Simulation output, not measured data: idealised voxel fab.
process module | voxel gate over fins
cross-section cut | 205 nm wide | cells 5 nm
A cross-section is a grid of square cells, given in bands from the top down. A band is one or more rows of cells.
Each band's line starts with the height of the band's top and of its bottom, in nm. Then come its materials from left to right, each with its width in nm. One material with "throughout" fills the band from edge to edge. "air" is empty space.
Height 0 is the level under which the wafer as received is all one material. The lowest band goes on downwards, as in "0 down".
A width such as "30 to 40" changes by the same amount from each row of cells to the next, from the band's top row to its bottom row.
"no change" after a step means that no cell of the cross-section changed.
closed voids: empty space of 8 cells or more with no open way to the top, each as width x height at its distance from the left edge, in nm
after a step's settings: what the simulator itself notes on the step
overlay nm, on a step with a mask: how far to the right of its planned place the mask lay; to the left if negative
plan
1 op RECEIVE | material Si
2 op CONFORMAL_DEP | material SiN | thk nm 5
3 op MASKED_ETCH | tone cover | mask id FINS | width nm 15 | pitch nm 55 | etch materials SiN | depth nm 5 | overlay nm 0
4 op MASKED_ETCH | tone cover | mask id FINS | width nm 15 | pitch nm 55 | etch materials Si | depth nm 35 | overlay nm 0
5 op OXIDIZE | depth nm 5
6 op FILL_DEP | material SiO2 | thk nm 10
7 op CMP | height nm 5
8 op DIRECTIONAL_DEP | material aC | thk nm 15
9 op PATTERN | tone open | mask id RAIL | material resist | width nm 15 | thk nm 35 | overlay nm 0
10 op DIRECTIONAL_ETCH | etch materials aC | depth nm 15
11 op STRIP | etch materials resist
12 op DIRECTIONAL_ETCH | etch materials SiO2 | depth nm 35
13 op STRIP | etch materials aC
14 op CONFORMAL_DEP | material TiN | thk nm 5
15 op FILL_DEP | material Ru | thk nm 5
16 op CMP | height nm 5
17 op SELECTIVE_ETCH | etch materials W Ru TiN | depth nm 30
18 op FILL_DEP | material SiO2 | thk nm 5
19 op CMP | height nm 5
20 op SELECTIVE_ETCH | etch materials SiO2 | depth nm 20
21 op STRIP | etch materials SiN
22 op CONFORMAL_DEP | material HfO2 | thk nm 5
23 op CONFORMAL_DEP | material TiN | thk nm 5
24 op FILL_DEP | material W | thk nm 15
25 op CMP | height nm 20
26 op CONFORMAL_DEP | material SiCN | thk nm 5
as received, after step 1
  0 down: Si throughout
  closed voids: none
a wafer at the end: this start, this plan, one mistake
  25 to 20: SiCN throughout
  20 to 10: W throughout
  10 to 5: TiN 45 | W 5 | TiN 50 | W 5 | TiN 50 | W 5 | TiN 45
  5 to 0: HfO2 40 | TiN 15 | HfO2 40 | TiN 15 | HfO2 40 | TiN 15 | HfO2 40
  0 to -5: Si 35 | HfO2 25 | Si 30 | HfO2 25 | Si 30 | HfO2 25 | Si 35
  -5 down: Si throughout
  closed voids: none
what went wrong: step 3 ran as: op MASKED_ETCH | tone open | mask id FINS | width nm 15 | pitch nm 55 | etch materials SiN | depth nm 5 | overlay nm 0
